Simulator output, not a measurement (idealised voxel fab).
Proc. module: voxel fin reveal
Square cells of 5 nm make up the cross-section cut, whose width is 200 nm.
Notation: cross-section as square-cell grid; stated in bands, top first, going down; one or more cell rows per band.
Each band's line starts with the height of the band's top and of its bottom, in nm. Then come its materials from left to right, each with its width in nm. One material with "everywhere" fills the band from edge to edge. "air" is empty space.
Counting heights begins at 0, where everything beneath is, in the wafer as received, one material. The lowest band has no bottom; it goes on downwards, as "0..down" shows.
A two-number width, for instance "30..40", indicates that the width is equal to the first number in the top row of the band and to the second number in the bottom row, and that it changes by a constant amount per row of cells.
"nothing got changed", as given for a step, is the statement that not any cell of the cross-section underwent a change during that step.
Closed-off voids of 8+ cells (no open route to the top) go in "Non-vented voids", written width x height at distance from the left edge, in nm.
Step line, after settings: the simulator's comment on this step.
The setting "overlay nm" may be written on the line of a step. When the step uses a mask, the value reports how far to the right of the planned place the mask lay, and a negative value reports that it lay to the left.
## Below is the list of planned process steps
- 1: RECEIVE [material Si]
- 2: CONFORMAL_DEP [material SiN] [thk nm 10]
- 3: MASKED_ETCH [tone cover] [mask id FINS] [width nm 15] [pitch nm 45] [etch materials SiN] [depth nm 10] [overlay nm 0]
- 4: MASKED_ETCH [tone cover] [mask id FINS] [width nm 15] [pitch nm 45] [etch materials Si] [depth nm 40] [overlay nm 0]
- 5: OXIDIZE [depth nm 5]
- 6: FILL_DEP [material SiO2] [thk nm 10]
- 7: CMP [height nm 10]
- 8: SELECTIVE_ETCH [etch materials SiO2] [depth nm 40]
- 9: STRIP [etch materials SiN]
## as received, after step 1
0..down = Si everywhere
Non-vented voids: none
## First wafer of two, sectioned at end of module; run went per plan
0..-30 = air=75 / Si=5 / air=40 / Si=5 / air=75
-30..-45 = SiO2=75 / Si=5 / SiO2=40 / Si=5 / SiO2=75
-45..down = Si everywhere
Non-vented voids: none
## Cross-section, wafer two of two, end of module: same start and plan as wafer one, one error in execution
0..-5 = air=75 / Si=5 / air=40 / Si=5 / air=75
-5..-30 = air=70 / Si=10 / air=35 / Si=10 / air=75
-30..-45 = SiO2=70 / Si=10 / SiO2=35 / Si=10 / SiO2=75
-45..down = Si everywhere
Non-vented voids: none
In executing the process, a mistake was made relative to the plan: off-plan run, step 4, actual operation and settings MASKED_ETCH [tone cover] [mask id FINS] [width nm 15] [pitch nm 45] [etch materials Si] [depth nm 40] [overlay nm -5]
Cell-count delta at end, second wafer over first, by material: +16 Si | -6 SiO2
